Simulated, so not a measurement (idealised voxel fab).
process module | voxel capacitor over wiring
cross-section cut | 300 nm wide | cells 5 nm
A cross-section is a grid of square cells, given in bands from the top down. A band is one or more rows of cells.
Each band's line starts with the height of the band's top and of its bottom, in nm. Then come its materials from left to right, each with its width in nm. One material with "throughout" fills the band from edge to edge. "air" is empty space.
Height 0 is the level under which the wafer as received is all one material. The lowest band goes on downwards, as in "0 down".
A width such as "30 to 40" changes by the same amount from each row of cells to the next, from the band's top row to its bottom row.
"no change" after a step means that no cell of the cross-section changed.
closed voids: empty space of 8 cells or more with no open way to the top, each as width x height at its distance from the left edge, in nm
after a step's settings: what the simulator itself notes on the step
overlay nm, on a step with a mask: how far to the right of its planned place the mask lay; to the left if negative
plan
1 op RECEIVE | material Si
2 op CONFORMAL_DEP | material SiO2 | thk nm 15
3 op DIRECTIONAL_DEP | material TiN | thk nm 5
4 op DIRECTIONAL_DEP | material W | thk nm 20
5 op MASKED_ETCH | tone cover | mask id METAL_1 | width nm 20 | pitch nm 85 | etch materials W | depth nm 20 | overlay nm 0
6 op MASKED_ETCH | tone cover | mask id METAL_1 | width nm 20 | pitch nm 85 | etch materials TiN | depth nm 5 | overlay nm 0
7 op CONFORMAL_DEP | material SiCN | thk nm 5
8 op FILL_DEP | material lowk | thk nm 5
9 op CMP | height nm 40
10 op CONFORMAL_DEP | material SiCN | thk nm 5
11 op DIRECTIONAL_DEP | material SiO2 | thk nm 20
12 op PATTERN | tone open | mask id PLUG_1 | material resist | width nm 15 | thk nm 20 | overlay nm 0
13 op DIRECTIONAL_ETCH | etch materials SiO2 | depth nm 20
14 op DIRECTIONAL_ETCH | etch materials SiCN | depth nm 5
15 op STRIP | etch materials resist
16 op CONFORMAL_DEP | material TiN | thk nm 5
17 op FILL_DEP | material Cu | thk nm 10
18 op CMP | height nm 65
19 op DIRECTIONAL_DEP | material TiN | thk nm 10
20 op DIRECTIONAL_DEP | material HfO2 | thk nm 5
21 op DIRECTIONAL_DEP | material TiN | thk nm 10
22 op DIRECTIONAL_DEP | material aC | thk nm 15
23 op PATTERN | tone cover | mask id UPPER_PLATE | material resist | width nm 70 | thk nm 30 | overlay nm 0
24 op DIRECTIONAL_ETCH | etch materials aC | depth nm 15
25 op STRIP | etch materials resist
26 op DIRECTIONAL_ETCH | etch materials TiN | depth nm 10
27 op DIRECTIONAL_ETCH | etch materials HfO2 | depth nm 5
28 op STRIP | etch materials aC
29 op MASKED_ETCH | tone cover | mask id LOWER_PLATE | width nm 80 | etch materials TiN | depth nm 10 | overlay nm 0
30 op FILL_DEP | material SiO2 | thk nm 15
31 op CMP | height nm 100
32 op PATTERN | tone open | mask id PLUG_2 | material resist | width nm 15 | thk nm 20 | overlay nm 0
33 op DIRECTIONAL_ETCH | etch materials SiO2 | depth nm 10
34 op STRIP | etch materials resist
35 op CONFORMAL_DEP | material TiN | thk nm 5
36 op FILL_DEP | material W | thk nm 5
37 op CMP | height nm 100
38 op CONFORMAL_DEP | material SiCN | thk nm 5
as received, after step 1
  0 down: Si throughout
  closed voids: none
first wafer at the end, as planned
  105 to 100: SiCN throughout
  100 to 95: SiO2 110 | TiN 5 | W 5 | TiN 5 | SiO2 175
  95 to 90: SiO2 110 | TiN 15 | SiO2 175
  90 to 80: SiO2 100 | TiN 70 | SiO2 130
  80 to 75: SiO2 100 | HfO2 70 | SiO2 130
  75 to 65: SiO2 95 | TiN 80 | SiO2 125
  65 to 45: SiO2 100 | TiN 5 | Cu 5 | TiN 5 | SiO2 185
  45 to 40: SiCN 100 | TiN 15 | SiCN 185
  40 to 20: lowk 90 | SiCN 5 | W 20 | SiCN 5 | lowk 55 | SiCN 5 | W 20 | SiCN 5 | lowk 95
  20 to 15: SiCN 95 | TiN 20 | SiCN 65 | TiN 20 | SiCN 100
  15 to 0: SiO2 throughout
  0 down: Si throughout
  closed voids: none
second wafer at the end: like start, like plan, one mistake
  105 to 100: SiCN throughout
  100 to 95: SiO2 110 | TiN 5 | W 5 | TiN 5 | SiO2 175
  95 to 90: SiO2 110 | TiN 15 | SiO2 175
  90 to 80: SiO2 100 | TiN 70 | SiO2 130
  80 to 75: SiO2 100 | HfO2 70 | SiO2 130
  75 to 65: SiO2 95 | TiN 80 | SiO2 125
  65 to 45: SiO2 100 | TiN 5 | Cu 5 | TiN 5 | SiO2 185
  45 to 40: SiCN 100 | TiN 15 | SiCN 185
  40 to 35: lowk 90 | SiCN 5 | W 20 | SiCN 5 | lowk 55 | SiCN 5 | W 20 | SiCN 5 | lowk 95
  35 to 30: SiCN 95 | TiN 20 | SiCN 65 | TiN 20 | SiCN 100
  30 to 0: SiO2 throughout
  0 down: Si throughout
  closed voids: none
what went wrong: step 2 was run twice
at the end the second wafer has, in cells: 12 fewer of SiCN | 180 more of SiO2 | 24 fewer of W | 144 fewer of lowk
